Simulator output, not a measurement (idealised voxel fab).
Herein follows the process module entitled voxel trench capacitor.
Shown is cross-section cut, with a width of 255 nm and square cells of size 5 nm.
Just so we're on the same page, the cross-sections are grids of square cells, and they're listed out in bands top to bottom, each band one or more rows deep. Basically the band line says how high the top is and how high the bottom is, in nm, and then what's in it from left to right, every material with its width in nm. Empty space shows up as "blank", and if a single material carries "full width" it runs the full band edge to edge. For the purposes of this specification, 0 denotes the height below which the wafer in its as-received condition is composed wholly of one material, and the lowermost band, lacking a lower limit, extends downward without end, as expressed in "top 0, no bottom". A width such as "30->40" changes by the same amount from each row of cells to the next, from the band's top row to its bottom row. Basically "nothing altered" means that step didn't change any cell in the cross-section. The list in "Closed internal cavities" covers empty spaces of 8 cells or more that cannot reach the top through any open way, and it gives each as width x height at distance; the distance is from the left edge, and width, height and distance are in nm. Step line, after settings: the simulator's comment on this step. "overlay nm", when on a step's line for a step with a mask, measures how far to the right of its planned place the mask lay; a negative measure means to the left.

Set out below are the planned steps of the process:
1: RECEIVE with material Si
2: CONFORMAL_DEP with material SiN, thk nm 5
3: PATTERN with tone open, mask id TRENCH, material resist, width nm 20, pitch nm 40, thk nm 15, overlay nm 0
4: DIRECTIONAL_ETCH with etch materials SiN, depth nm 5
5: DIRECTIONAL_ETCH with etch materials Si, depth nm 35
6: STRIP with etch materials resist
7: CONFORMAL_DEP with material Al2O3, thk nm 5
8: FILL_DEP with material polySi, thk nm 5
9: CMP with height nm 5

Delivered wafer in cross-section: state after step 1:
* top 0, no bottom: Si full width
* Closed internal cavities: none

The plan above was carried out on the starting structure above with one mistake, and this cross-section shows the wafer at the end of the module:
* top 5, bottom 0: SiN 55 nm / Al2O3 5 nm / polySi 10 nm / Al2O3 5 nm / SiN 20 nm / Al2O3 5 nm / polySi 10 nm / Al2O3 5 nm / SiN 20 nm / Al2O3 5 nm / polySi 10 nm / Al2O3 5 nm / SiN 20 nm / Al2O3 5 nm / polySi 10 nm / Al2O3 5 nm / SiN 60 nm
* top 0, bottom -65: Si 55 nm / Al2O3 5 nm / polySi 10 nm / Al2O3 5 nm / Si 20 nm / Al2O3 5 nm / polySi 10 nm / Al2O3 5 nm / Si 20 nm / Al2O3 5 nm / polySi 10 nm / Al2O3 5 nm / Si 20 nm / Al2O3 5 nm / polySi 10 nm / Al2O3 5 nm / Si 60 nm
* top -65, bottom -70: Si 55 nm / Al2O3 20 nm / Si 20 nm / Al2O3 20 nm / Si 20 nm / Al2O3 20 nm / Si 20 nm / Al2O3 20 nm / Si 60 nm
* top -70, no bottom: Si full width
* Closed internal cavities: none
What went wrong in running the wafer? yeah, plan step 5 got run twice
